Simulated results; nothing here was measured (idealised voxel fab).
process module | voxel gate over fins
cross-section cut | 250 nm wide | cells 5 nm
A cross-section is a grid of square cells, given in bands from the top down. A band is one or more rows of cells.
Each band's line starts with the height of the band's top and of its bottom, in nm. Then come its materials from left to right, each with its width in nm. One material with "throughout" fills the band from edge to edge. "air" is empty space.
Height 0 is the level under which the wafer as received is all one material. The lowest band goes on downwards, as in "0 down".
A width such as "30 to 40" changes by the same amount from each row of cells to the next, from the band's top row to its bottom row.
"no change" after a step means that no cell of the cross-section changed.
closed voids: empty space of 8 cells or more with no open way to the top, each as width x height at its distance from the left edge, in nm
after a step's settings: what the simulator itself notes on the step
overlay nm, on a step with a mask: how far to the right of its planned place the mask lay; to the left if negative
plan
1 op RECEIVE | material Si
2 op CONFORMAL_DEP | material SiN | thk nm 10
3 op DIRECTIONAL_DEP | material aC | thk nm 10
4 op PATTERN | tone cover | mask id FINS | material resist | width nm 15 | pitch nm 50 | thk nm 25 | overlay nm 0
5 op DIRECTIONAL_ETCH | etch materials aC | depth nm 10
6 op STRIP | etch materials resist
7 op DIRECTIONAL_ETCH | etch materials SiN | depth nm 10
8 op DIRECTIONAL_ETCH | etch materials Si | depth nm 35
9 op STRIP | etch materials aC
10 op FILL_DEP | material SiO2 | thk nm 5
11 op CMP | height nm 10
12 op MASKED_ETCH | tone open | mask id RAIL | width nm 15 | etch materials SiO2 | depth nm 40 | overlay nm 0
13 op CONFORMAL_DEP | material TiN | thk nm 5
14 op FILL_DEP | material Ru | thk nm 10
15 op CMP | height nm 10
16 op SELECTIVE_ETCH | etch materials W Ru TiN | depth nm 35
17 op FILL_DEP | material SiO2 | thk nm 5
18 op CMP | height nm 10
19 op SELECTIVE_ETCH | etch materials SiO2 | depth nm 25
20 op STRIP | etch materials SiN
21 op CONFORMAL_DEP | material HfO2 | thk nm 5
22 op CONFORMAL_DEP | material TiN | thk nm 5
23 op CONFORMAL_DEP | material TiAl | thk nm 5
24 op CONFORMAL_DEP | material TiN | thk nm 5
25 op FILL_DEP | material W | thk nm 10
26 op CMP | height nm 25
27 op CONFORMAL_DEP | material SiCN | thk nm 5
first wafer, as planned
as received, after step 1
  0 down: Si throughout
  closed voids: none
after step 2
  10 to 0: SiN throughout
  below 0: unchanged
after step 3
  20 to 10: aC throughout
  below 10: unchanged
after step 4
  45 to 20: air 90 | resist 15 | air 35 | resist 15 | air 95
  below 20: unchanged
after step 5
  35 to 20: air 90 | resist 15 | air 35 | resist 15 | air 95
  20 to 10: air 90 | aC 15 | air 35 | aC 15 | air 95
  below 10: unchanged
after step 6
  20 to 10: air 90 | aC 15 | air 35 | aC 15 | air 95
  below 10: unchanged
after step 7
  20 to 10: air 90 | aC 15 | air 35 | aC 15 | air 95
  10 to 0: air 90 | SiN 15 | air 35 | SiN 15 | air 95
  below 0: unchanged
after step 8
  20 to 10: air 90 | aC 15 | air 35 | aC 15 | air 95
  10 to 0: air 90 | SiN 15 | air 35 | SiN 15 | air 95
  0 to -35: air 90 | Si 15 | air 35 | Si 15 | air 95
  below -35: unchanged
after step 9
  10 to 0: air 90 | SiN 15 | air 35 | SiN 15 | air 95
  below 0: unchanged
after step 10
  15 to 10: SiO2 throughout
  10 to 0: SiO2 90 | SiN 15 | SiO2 35 | SiN 15 | SiO2 95
  0 to -35: SiO2 90 | Si 15 | SiO2 35 | Si 15 | SiO2 95
  below -35: unchanged
after step 11
  10 to 0: SiO2 90 | SiN 15 | SiO2 35 | SiN 15 | SiO2 95
  below 0: unchanged
after step 12
  10 to 0: SiO2 90 | SiN 15 | SiO2 10 | air 15 | SiO2 10 | SiN 15 | SiO2 95
  0 to -30: SiO2 90 | Si 15 | SiO2 10 | air 15 | SiO2 10 | Si 15 | SiO2 95
  below -30: unchanged
after step 13
  15 to 10: TiN 120 | air 5 | TiN 125
  10 to 0: SiO2 90 | SiN 15 | SiO2 10 | TiN 5 | air 5 | TiN 5 | SiO2 10 | SiN 15 | SiO2 95
  0 to -25: SiO2 90 | Si 15 | SiO2 10 | TiN 5 | air 5 | TiN 5 | SiO2 10 | Si 15 | SiO2 95
  -25 to -30: SiO2 90 | Si 15 | SiO2 10 | TiN 15 | SiO2 10 | Si 15 | SiO2 95
  below -30: unchanged
after step 14
  25 to 15: Ru throughout
  15 to 10: TiN 120 | Ru 5 | TiN 125
  10 to 0: SiO2 90 | SiN 15 | SiO2 10 | TiN 5 | Ru 5 | TiN 5 | SiO2 10 | SiN 15 | SiO2 95
  0 to -25: SiO2 90 | Si 15 | SiO2 10 | TiN 5 | Ru 5 | TiN 5 | SiO2 10 | Si 15 | SiO2 95
  below -25: unchanged
after step 15
  10 to 0: SiO2 90 | SiN 15 | SiO2 10 | TiN 5 | Ru 5 | TiN 5 | SiO2 10 | SiN 15 | SiO2 95
  below 0: unchanged
after step 16
  10 to 0: SiO2 90 | SiN 15 | SiO2 10 | air 15 | SiO2 10 | SiN 15 | SiO2 95
  0 to -25: SiO2 90 | Si 15 | SiO2 10 | air 15 | SiO2 10 | Si 15 | SiO2 95
  below -25: unchanged
after step 17
  15 to 10: SiO2 throughout
  10 to 0: SiO2 90 | SiN 15 | SiO2 35 | SiN 15 | SiO2 95
  0 to -25: SiO2 90 | Si 15 | SiO2 35 | Si 15 | SiO2 95
  below -25: unchanged
after step 18
  10 to 0: SiO2 90 | SiN 15 | SiO2 35 | SiN 15 | SiO2 95
  below 0: unchanged
after step 19
  10 to 0: air 90 | SiN 15 | air 35 | SiN 15 | air 95
  0 to -15: air 90 | Si 15 | air 35 | Si 15 | air 95
  below -15: unchanged
after step 20
  0 to -15: air 90 | Si 15 | air 35 | Si 15 | air 95
  below -15: unchanged
after step 21
  5 to 0: air 85 | HfO2 25 | air 25 | HfO2 25 | air 90
  0 to -10: air 85 | HfO2 5 | Si 15 | HfO2 5 | air 25 | HfO2 5 | Si 15 | HfO2 5 | air 90
  -10 to -15: HfO2 90 | Si 15 | HfO2 35 | Si 15 | HfO2 95
  below -15: unchanged
after step 22
  10 to 5: air 80 | TiN 35 | air 15 | TiN 35 | air 85
  5 to 0: air 80 | TiN 5 | HfO2 25 | TiN 5 | air 15 | TiN 5 | HfO2 25 | TiN 5 | air 85
  0 to -5: air 80 | TiN 5 | HfO2 5 | Si 15 | HfO2 5 | TiN 5 | air 15 | TiN 5 | HfO2 5 | Si 15 | HfO2 5 | TiN 5 | air 85
  -5 to -10: TiN 85 | HfO2 5 | Si 15 | HfO2 5 | TiN 25 | HfO2 5 | Si 15 | HfO2 5 | TiN 90
  below -10: unchanged
after step 23
  15 to 10: air 75 | TiAl 45 | air 5 | TiAl 45 | air 80
  10 to 5: air 75 | TiAl 5 | TiN 35 | TiAl 5 | air 5 | TiAl 5 | TiN 35 | TiAl 5 | air 80
  5 to 0: air 75 | TiAl 5 | TiN 5 | HfO2 25 | TiN 5 | TiAl 5 | air 5 | TiAl 5 | TiN 5 | HfO2 25 | TiN 5 | TiAl 5 | air 80
  0 to -5: TiAl 80 | TiN 5 | HfO2 5 | Si 15 | HfO2 5 | TiN 5 | TiAl 15 | TiN 5 | HfO2 5 | Si 15 | HfO2 5 | TiN 5 | TiAl 85
  below -5: unchanged
after step 24
  20 to 15: air 70 | TiN 105 | air 75
  15 to 10: air 70 | TiN 5 | TiAl 45 | TiN 5 | TiAl 45 | TiN 5 | air 75
  10 to 5: air 70 | TiN 5 | TiAl 5 | TiN 35 | TiAl 5 | TiN 5 | TiAl 5 | TiN 35 | TiAl 5 | TiN 5 | air 75
  5 to 0: TiN 75 | TiAl 5 | TiN 5 | HfO2 25 | TiN 5 | TiAl 5 | TiN 5 | TiAl 5 | TiN 5 | HfO2 25 | TiN 5 | TiAl 5 | TiN 80
  below 0: unchanged
after step 25
  30 to 20: W throughout
  20 to 15: W 70 | TiN 105 | W 75
  15 to 10: W 70 | TiN 5 | TiAl 45 | TiN 5 | TiAl 45 | TiN 5 | W 75
  10 to 5: W 70 | TiN 5 | TiAl 5 | TiN 35 | TiAl 5 | TiN 5 | TiAl 5 | TiN 35 | TiAl 5 | TiN 5 | W 75
  below 5: unchanged
after step 26
  25 to 20: W throughout
  below 20: unchanged
after step 27
  30 to 25: SiCN throughout
  below 25: unchanged
second wafer: like start, like plan, one mistake. Through step 7 it matches the first wafer
when step 8 should have ended
  20 to 10: air 90 | aC 15 | air 35 | aC 15 | air 95
  10 to 0: air 90 | SiN 15 | air 35 | SiN 15 | air 95
  0 to -25: air 90 | Si 15 | air 35 | Si 15 | air 95
  below -25: unchanged
when step 9 should have ended
  10 to 0: air 90 | SiN 15 | air 35 | SiN 15 | air 95
  below 0: unchanged
when step 10 should have ended
  15 to 10: SiO2 throughout
  10 to 0: SiO2 90 | SiN 15 | SiO2 35 | SiN 15 | SiO2 95
  0 to -25: SiO2 90 | Si 15 | SiO2 35 | Si 15 | SiO2 95
  below -25: unchanged
when step 11 should have ended
  10 to 0: SiO2 90 | SiN 15 | SiO2 35 | SiN 15 | SiO2 95
  below 0: unchanged
when step 12 should have ended
  10 to 0: SiO2 90 | SiN 15 | SiO2 10 | air 15 | SiO2 10 | SiN 15 | SiO2 95
  0 to -25: SiO2 90 | Si 15 | SiO2 10 | air 15 | SiO2 10 | Si 15 | SiO2 95
  below -25: unchanged
when step 13 should have ended
  15 to 10: TiN 120 | air 5 | TiN 125
  10 to 0: SiO2 90 | SiN 15 | SiO2 10 | TiN 5 | air 5 | TiN 5 | SiO2 10 | SiN 15 | SiO2 95
  0 to -20: SiO2 90 | Si 15 | SiO2 10 | TiN 5 | air 5 | TiN 5 | SiO2 10 | Si 15 | SiO2 95
  -20 to -25: SiO2 90 | Si 15 | SiO2 10 | TiN 15 | SiO2 10 | Si 15 | SiO2 95
  below -25: unchanged
when step 14 should have ended
  25 to 15: Ru throughout
  15 to 10: TiN 120 | Ru 5 | TiN 125
  10 to 0: SiO2 90 | SiN 15 | SiO2 10 | TiN 5 | Ru 5 | TiN 5 | SiO2 10 | SiN 15 | SiO2 95
  0 to -20: SiO2 90 | Si 15 | SiO2 10 | TiN 5 | Ru 5 | TiN 5 | SiO2 10 | Si 15 | SiO2 95
  below -20: unchanged
when step 15 should have ended
  10 to 0: SiO2 90 | SiN 15 | SiO2 10 | TiN 5 | Ru 5 | TiN 5 | SiO2 10 | SiN 15 | SiO2 95
  below 0: unchanged
when step 16 should have ended
  10 to 0: SiO2 90 | SiN 15 | SiO2 10 | air 15 | SiO2 10 | SiN 15 | SiO2 95
  0 to -25: SiO2 90 | Si 15 | SiO2 10 | air 15 | SiO2 10 | Si 15 | SiO2 95
  below -25: unchanged
when step 17 should have ended
  15 to 10: SiO2 throughout
  10 to 0: SiO2 90 | SiN 15 | SiO2 35 | SiN 15 | SiO2 95
  0 to -25: SiO2 90 | Si 15 | SiO2 35 | Si 15 | SiO2 95
  below -25: unchanged
when step 18 should have ended
  10 to 0: SiO2 90 | SiN 15 | SiO2 35 | SiN 15 | SiO2 95
  below 0: unchanged
when step 19 should have ended
  10 to 0: air 90 | SiN 15 | air 35 | SiN 15 | air 95
  0 to -15: air 90 | Si 15 | air 35 | Si 15 | air 95
  below -15: unchanged
when step 20 should have ended
  0 to -15: air 90 | Si 15 | air 35 | Si 15 | air 95
  below -15: unchanged
when step 21 should have ended
  5 to 0: air 85 | HfO2 25 | air 25 | HfO2 25 | air 90
  0 to -10: air 85 | HfO2 5 | Si 15 | HfO2 5 | air 25 | HfO2 5 | Si 15 | HfO2 5 | air 90
  -10 to -15: HfO2 90 | Si 15 | HfO2 35 | Si 15 | HfO2 95
  below -15: unchanged
when step 22 should have ended
  10 to 5: air 80 | TiN 35 | air 15 | TiN 35 | air 85
  5 to 0: air 80 | TiN 5 | HfO2 25 | TiN 5 | air 15 | TiN 5 | HfO2 25 | TiN 5 | air 85
  0 to -5: air 80 | TiN 5 | HfO2 5 | Si 15 | HfO2 5 | TiN 5 | air 15 | TiN 5 | HfO2 5 | Si 15 | HfO2 5 | TiN 5 | air 85
  -5 to -10: TiN 85 | HfO2 5 | Si 15 | HfO2 5 | TiN 25 | HfO2 5 | Si 15 | HfO2 5 | TiN 90
  below -10: unchanged
when step 23 should have ended
  15 to 10: air 75 | TiAl 45 | air 5 | TiAl 45 | air 80
  10 to 5: air 75 | TiAl 5 | TiN 35 | TiAl 5 | air 5 | TiAl 5 | TiN 35 | TiAl 5 | air 80
  5 to 0: air 75 | TiAl 5 | TiN 5 | HfO2 25 | TiN 5 | TiAl 5 | air 5 | TiAl 5 | TiN 5 | HfO2 25 | TiN 5 | TiAl 5 | air 80
  0 to -5: TiAl 80 | TiN 5 | HfO2 5 | Si 15 | HfO2 5 | TiN 5 | TiAl 15 | TiN 5 | HfO2 5 | Si 15 | HfO2 5 | TiN 5 | TiAl 85
  below -5: unchanged
when step 24 should have ended
  20 to 15: air 70 | TiN 105 | air 75
  15 to 10: air 70 | TiN 5 | TiAl 45 | TiN 5 | TiAl 45 | TiN 5 | air 75
  10 to 5: air 70 | TiN 5 | TiAl 5 | TiN 35 | TiAl 5 | TiN 5 | TiAl 5 | TiN 35 | TiAl 5 | TiN 5 | air 75
  5 to 0: TiN 75 | TiAl 5 | TiN 5 | HfO2 25 | TiN 5 | TiAl 5 | TiN 5 | TiAl 5 | TiN 5 | HfO2 25 | TiN 5 | TiAl 5 | TiN 80
  below 0: unchanged
when step 25 should have ended
  30 to 20: W throughout
  20 to 15: W 70 | TiN 105 | W 75
  15 to 10: W 70 | TiN 5 | TiAl 45 | TiN 5 | TiAl 45 | TiN 5 | W 75
  10 to 5: W 70 | TiN 5 | TiAl 5 | TiN 35 | TiAl 5 | TiN 5 | TiAl 5 | TiN 35 | TiAl 5 | TiN 5 | W 75
  below 5: unchanged
when step 26 should have ended
  25 to 20: W throughout
  below 20: unchanged
when step 27 should have ended
  30 to 25: SiCN throughout
  below 25: unchanged
what went wrong: step 8 ran as: op DIRECTIONAL_ETCH | etch materials Si | depth nm 25
at the end the second wafer has, in cells: 88 more of Si | 85 fewer of SiO2 | 3 fewer of TiN
